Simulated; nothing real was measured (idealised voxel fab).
Proc. module: voxel ribs on slabs
Shown is cross-section cut, with a width of 155 nm and square cells of size 5 nm.
How to read a cross-section here: the picture is a grid of square cells, written as bands going from the top down, and any band can span one or more rows of cells.
First you get the band's top height and its bottom height, in nm, and then the materials it's made of, left to right, with each width in nm. If you see a single material with "throughout", that one covers the band edge to edge. "empty" is empty space.
Heights are reckoned from 0. Under this level, the received wafer is all of one material. The bottommost band is open-ended downward, for example "0..down".
Graded width ("30..40"): value in top row of band = first number; value in bottom row = second number; row-to-row change constant.
Step note "identical to before" = no cross-section cell changed.
Closed empty spaces (no open way to the top) of 8 cells or more are what "Fully sealed voids" lists, each as width x height at distance from the left edge, nm for all three.
Formally, on a step line, whatever follows the settings is a remark that the simulator itself makes on the step.
"overlay nm" on a masked step: distance the mask lay right of its planned place, negative for left.
### Below is the list of planned process steps
step 1: RECEIVE (material Si)
step 2: DIRECTIONAL_DEP (material SiO2; thk nm 25)
step 3: DIRECTIONAL_DEP (material SiN; thk nm 20)
step 4: DIRECTIONAL_DEP (material aC; thk nm 10)
step 5: PATTERN (tone cover; mask id RIB; material resist; width nm 30; thk nm 25; overlay nm 0)
step 6: DIRECTIONAL_ETCH (etch materials aC; depth nm 10)
step 7: STRIP (etch materials resist)
step 8: DIRECTIONAL_ETCH (etch materials SiN; depth nm 5)
step 9: STRIP (etch materials aC)
step 10: MASKED_ETCH (tone cover; mask id SLAB; width nm 90; etch materials SiN; depth nm 15; overlay nm 0)
step 11: FILL_DEP (material SiO2; thk nm 25)
step 12: CMP (height nm 60)
step 13: DIRECTIONAL_DEP (material W; thk nm 5)
step 14: DIRECTIONAL_DEP (material aC; thk nm 15)
step 15: PATTERN (tone cover; mask id HEATER; material resist; width nm 40; thk nm 30; overlay nm 0)
step 16: DIRECTIONAL_ETCH (etch materials aC; depth nm 15)
step 17: STRIP (etch materials resist)
step 18: DIRECTIONAL_ETCH (etch materials W; depth nm 5)
step 19: STRIP (etch materials aC)
step 20: CONFORMAL_DEP (material SiO2; thk nm 10)
### Wafer at receipt (post step 1), cross-section
- 0..down  Si throughout
- Fully sealed voids: none
### Cross-section at module end, one run error; start and plan unchanged from above
- 75..70  45 empty / 60 SiO2 / 50 empty
- 70..65  SiO2 throughout
- 65..60  55 SiO2 / 40 W / 60 SiO2
- 60..40  SiO2 throughout
- 40..30  30 SiN / 90 SiO2 / 35 SiN
- 30..25  30 SiN / 30 SiO2 / 30 SiN / 30 SiO2 / 35 SiN
- 25..0  SiO2 throughout
- 0..down  Si throughout
- Fully sealed voids: none
Here's what went sideways: note that step 10 departed from the planned setting and was carried out as MASKED_ETCH (tone open; mask id SLAB; width nm 90; etch materials SiN; depth nm 15; overlay nm 0)
